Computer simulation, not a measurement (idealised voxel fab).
process module | voxel trench capacitor
cross-section cut | 250 nm wide | cells 5 nm
A cross-section is a grid of square cells, given in bands from the top down. A band is one or more rows of cells.
Each band's line starts with the height of the band's top and of its bottom, in nm. Then come its materials from left to right, each with its width in nm. One material with "throughout" fills the band from edge to edge. "air" is empty space.
Height 0 is the level under which the wafer as received is all one material. The lowest band goes on downwards, as in "0 down".
A width such as "30 to 40" changes by the same amount from each row of cells to the next, from the band's top row to its bottom row.
"no change" after a step means that no cell of the cross-section changed.
closed voids: empty space of 8 cells or more with no open way to the top, each as width x height at its distance from the left edge, in nm
after a step's settings: what the simulator itself notes on the step
overlay nm, on a step with a mask: how far to the right of its planned place the mask lay; to the left if negative
plan
1 op RECEIVE | material Si
2 op CONFORMAL_DEP | material SiN | thk nm 10
3 op DIRECTIONAL_DEP | material aC | thk nm 10
4 op PATTERN | tone open | mask id TRENCH | material resist | width nm 15 | pitch nm 40 | thk nm 25 | overlay nm 0
5 op DIRECTIONAL_ETCH | etch materials aC | depth nm 10
6 op STRIP | etch materials resist
7 op DIRECTIONAL_ETCH | etch materials SiN | depth nm 10
8 op DIRECTIONAL_ETCH | etch materials Si | depth nm 40
9 op STRIP | etch materials aC
10 op CONFORMAL_DEP | material SiO2 | thk nm 5
11 op FILL_DEP | material polySi | thk nm 10
12 op CMP | height nm 10
first wafer, as planned
as received, after step 1
  0 down: Si throughout
  closed voids: none
after step 2
  10 to 0: SiN throughout
  below 0: unchanged
after step 3
  20 to 10: aC throughout
  below 10: unchanged
after step 4
  45 to 20: resist 75 | air 15 | resist 25 | air 15 | resist 25 | air 15 | resist 80
  below 20: unchanged
after step 5
  35 to 20: resist 75 | air 15 | resist 25 | air 15 | resist 25 | air 15 | resist 80
  20 to 10: aC 75 | air 15 | aC 25 | air 15 | aC 25 | air 15 | aC 80
  below 10: unchanged
after step 6
  20 to 10: aC 75 | air 15 | aC 25 | air 15 | aC 25 | air 15 | aC 80
  below 10: unchanged
after step 7
  20 to 10: aC 75 | air 15 | aC 25 | air 15 | aC 25 | air 15 | aC 80
  10 to 0: SiN 75 | air 15 | SiN 25 | air 15 | SiN 25 | air 15 | SiN 80
  below 0: unchanged
after step 8
  20 to 10: aC 75 | air 15 | aC 25 | air 15 | aC 25 | air 15 | aC 80
  10 to 0: SiN 75 | air 15 | SiN 25 | air 15 | SiN 25 | air 15 | SiN 80
  0 to -40: Si 75 | air 15 | Si 25 | air 15 | Si 25 | air 15 | Si 80
  below -40: unchanged
after step 9
  10 to 0: SiN 75 | air 15 | SiN 25 | air 15 | SiN 25 | air 15 | SiN 80
  below 0: unchanged
after step 10
  15 to 10: SiO2 80 | air 5 | SiO2 35 | air 5 | SiO2 35 | air 5 | SiO2 85
  10 to 0: SiN 75 | SiO2 5 | air 5 | SiO2 5 | SiN 25 | SiO2 5 | air 5 | SiO2 5 | SiN 25 | SiO2 5 | air 5 | SiO2 5 | SiN 80
  0 to -35: Si 75 | SiO2 5 | air 5 | SiO2 5 | Si 25 | SiO2 5 | air 5 | SiO2 5 | Si 25 | SiO2 5 | air 5 | SiO2 5 | Si 80
  -35 to -40: Si 75 | SiO2 15 | Si 25 | SiO2 15 | Si 25 | SiO2 15 | Si 80
  below -40: unchanged
after step 11
  25 to 15: polySi throughout
  15 to 10: SiO2 80 | polySi 5 | SiO2 35 | polySi 5 | SiO2 35 | polySi 5 | SiO2 85
  10 to 0: SiN 75 | SiO2 5 | polySi 5 | SiO2 5 | SiN 25 | SiO2 5 | polySi 5 | SiO2 5 | SiN 25 | SiO2 5 | polySi 5 | SiO2 5 | SiN 80
  0 to -35: Si 75 | SiO2 5 | polySi 5 | SiO2 5 | Si 25 | SiO2 5 | polySi 5 | SiO2 5 | Si 25 | SiO2 5 | polySi 5 | SiO2 5 | Si 80
  below -35: unchanged
after step 12
  10 to 0: SiN 75 | SiO2 5 | polySi 5 | SiO2 5 | SiN 25 | SiO2 5 | polySi 5 | SiO2 5 | SiN 25 | SiO2 5 | polySi 5 | SiO2 5 | SiN 80
  below 0: unchanged
second wafer: like start, like plan, one mistake. Through step 11 it matches the first wafer
when step 12 should have ended: no change
what went wrong: step 12 was left out
at the end the second wafer has, in cells: 47 more of SiO2 | 103 more of polySi
